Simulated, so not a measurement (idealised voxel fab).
Name of the process module below: voxel air gaps
For reference, the cross-section in this document is cut, with width 245 nm and square cells of 5 nm.
A cross-section is written here as square cells arranged in a grid, and it is given in bands from the top down, each band taking up one or more rows of cells.
For a band, the entry starts with two heights in nm, that of the top and then that of the bottom, and carries on with the band's materials in order from left to right, each alongside its width in nm; the word "everywhere" beside a single material means it fills the band edge to edge, and "air" means empty space.
Convention: height 0 is the level below which the wafer, as received, is all one material. The lowest band does not terminate at the bottom but continues downward, represented as "z 0 and below".
Quick explanation for "30..40": the width changes in equal steps down the rows of cells, from the first number in the band's top row to the second number in its bottom row.
Key: "nothing different" - step with no changed cell in the cross-section.
The list in "Closed internal voids" covers empty spaces of 8 cells or more that cannot reach the top through any open way, and it gives each as width x height at distance; the distance is from the left edge, and width, height and distance are in nm.
The remark found on a step's line after its settings is issued by the simulator itself and pertains to that step.
A step line may carry the setting "overlay nm", which, for steps involving a mask, states the distance by which the mask lay to the right of its intended position; negative values denote displacement to the left.
INTENDED PROCESS STEPS
1 RECEIVE,material Si
2 CONFORMAL_DEP,material SiO2,thk nm 15
3 CONFORMAL_DEP,material SiCN,thk nm 5
4 DIRECTIONAL_DEP,material lowk,thk nm 35
5 PATTERN,tone open,mask id LINES,material resist,width nm 25,pitch nm 55,thk nm 20,overlay nm 0
6 DIRECTIONAL_ETCH,etch materials lowk,depth nm 35
7 STRIP,etch materials resist
8 CONFORMAL_DEP,material TiN,thk nm 5
9 FILL_DEP,material W,thk nm 5
10 CMP,height nm 55
11 EPI,material Ru,thk nm 10
12 SELECTIVE_ETCH,etch materials lowk,depth nm 45
13 CONFORMAL_DEP,material SiCN,thk nm 5
DELIVERED WAFER IN CROSS-SECTION: STATE AFTER STEP 1
  z 0 and below  Si everywhere
  Closed internal voids: none
FIGURE: CROSS-SECTIONAL VIEW OF THE WAFER UPON COMPLETION OF THE MODULE, PROCESSED FROM THE INITIAL STATE AND ACCORDING TO THE PLAN DEPICTED ABOVE, WITH ONE ERROR INTRODUCED DURING EXECUTION
  z 70 to 65  SiCN everywhere
  z 65 to 55  Ru everywhere
  z 55 to 50  60 of TiN; 15 of W; 40 of TiN; 15 of W; 40 of TiN; 15 of W; 60 of TiN
  z 50 to 20  55 of lowk; 5 of TiN; 15 of W; 5 of TiN; 30 of lowk; 5 of TiN; 15 of W; 5 of TiN; 30 of lowk; 5 of TiN; 15 of W; 5 of TiN; 55 of lowk
  z 20 to 15  55 of lowk; 25 of TiN; 30 of lowk; 25 of TiN; 30 of lowk; 25 of TiN; 55 of lowk
  z 15 to 0  SiO2 everywhere
  z 0 and below  Si everywhere
  Closed internal voids: none
Error vs. plan: step 3 of the plan: omitted, not performed
